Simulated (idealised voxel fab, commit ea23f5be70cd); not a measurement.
The following process module bears the name voxel double patterning.
Pictured: cross-section cut, 205 nm wide, on a grid of 5 nm square cells.
When this document writes out a cross-section, it uses a grid of square cells and lists it as bands, beginning at the top and moving down, with a band standing for one or more rows of cells. The entry gives the band's vertical extent as a top height and a bottom height in nm, then its horizontal make-up as materials from left to right, each with a width in nm. "air" stands for empty space; a single material marked "throughout" fills the band edge to edge. Below 0: as-received wafer, all one material; heights counted from there. Lowest band: no bottom, goes on down, written "z 0 and below". Per-row width for "30 to 40": begins at first number (top row of band), ends at second number (bottom row), increment between rows held constant. The designation "all unchanged", where it is given for a processing step, indicates that no cell of the cross-section was altered in the course of that step. So "Completely enclosed voids" is basically the list of trapped voids: any empty space of 8 cells or more that can't reach the top through an opening. They're written width x height at distance, the distance being from the left edge, and it's all nm. Post-settings text on a step line: simulator's own remark regarding the step. The setting "overlay nm" may be written on the line of a step. When the step uses a mask, the value reports how far to the right of the planned place the mask lay, and a negative value reports that it lay to the left.

### So here's the lineup of process steps we planned
- 1: RECEIVE with material Si
- 2: CONFORMAL_DEP with material SiO2, thk nm 10
- 3: DIRECTIONAL_DEP with material TiN, thk nm 15
- 4: DIRECTIONAL_DEP with material SiCN, thk nm 10
- 5: MASKED_ETCH with tone open, mask id FIRST, width nm 15, pitch nm 50, etch materials SiCN, depth nm 10, overlay nm 0
- 6: MASKED_ETCH with tone open, mask id SECOND, width nm 15, etch materials SiCN, depth nm 10, overlay nm 0
- 7: DIRECTIONAL_ETCH with etch materials TiN, depth nm 15
- 8: STRIP with etch materials SiCN

### First wafer out of two, processed as planned

### Wafer at receipt (post step 1), cross-section
z 0 and below: Si throughout
Completely enclosed voids: none

### Wafer after step 2 (cross-section)
z 10 to 0: SiO2 throughout
Whatever lies below 0 is exactly as it was before.

### Wafer after step 3 (cross-section)
z 25 to 10: TiN throughout
Whatever lies below 10 is exactly as it was before.

### Wafer after step 4 (cross-section)
z 35 to 25: SiCN throughout
Whatever lies below 25 is exactly as it was before.

### Wafer after step 5 (cross-section)
z 35 to 25: SiCN 70, air 15, SiCN 35, air 15, SiCN 70
Whatever lies below 25 is exactly as it was before.

### Wafer after step 6 (cross-section)
z 35 to 25: SiCN 70, air 15, SiCN 10, air 15, SiCN 10, air 15, SiCN 70
Whatever lies below 25 is exactly as it was before.

### Wafer after step 7 (cross-section)
z 35 to 25: SiCN 70, air 15, SiCN 10, air 15, SiCN 10, air 15, SiCN 70
z 25 to 10: TiN 70, air 15, TiN 10, air 15, TiN 10, air 15, TiN 70
Whatever lies below 10 is exactly as it was before.

### Wafer after step 8 (cross-section)
z 25 to 10: TiN 70, air 15, TiN 10, air 15, TiN 10, air 15, TiN 70
Whatever lies below 10 is exactly as it was before.

### Notes, second wafer: start = first wafer's, plan = first wafer's, execution had one mistake; history identical to first through step 1

### Second wafer: cross-section at the scheduled end of step 2
z 15 to 0: TiN throughout
Whatever lies below 0 is exactly as it was before.

### Second wafer: cross-section at the scheduled end of step 3
z 25 to 15: SiO2 throughout
Whatever lies below 15 is exactly as it was before.

### Second wafer: cross-section at the scheduled end of step 4
z 35 to 25: SiCN throughout
Whatever lies below 25 is exactly as it was before.

### Second wafer: cross-section at the scheduled end of step 5
z 35 to 25: SiCN 70, air 15, SiCN 35, air 15, SiCN 70
Whatever lies below 25 is exactly as it was before.

### Second wafer: cross-section at the scheduled end of step 6
z 35 to 25: SiCN 70, air 15, SiCN 10, air 15, SiCN 10, air 15, SiCN 70
Whatever lies below 25 is exactly as it was before.

Second wafer: cross-section at the scheduled end of step 7: all unchanged

### Second wafer: cross-section at the scheduled end of step 8
z 25 to 15: SiO2 throughout
Whatever lies below 15 is exactly as it was before.
The mistake made against the process plan was this: order of steps 2 and 3 inverted relative to the plan
In the final state, the cell counts of the second wafer exceed or fall short of those of the first for the following materials: TiN: 27 more
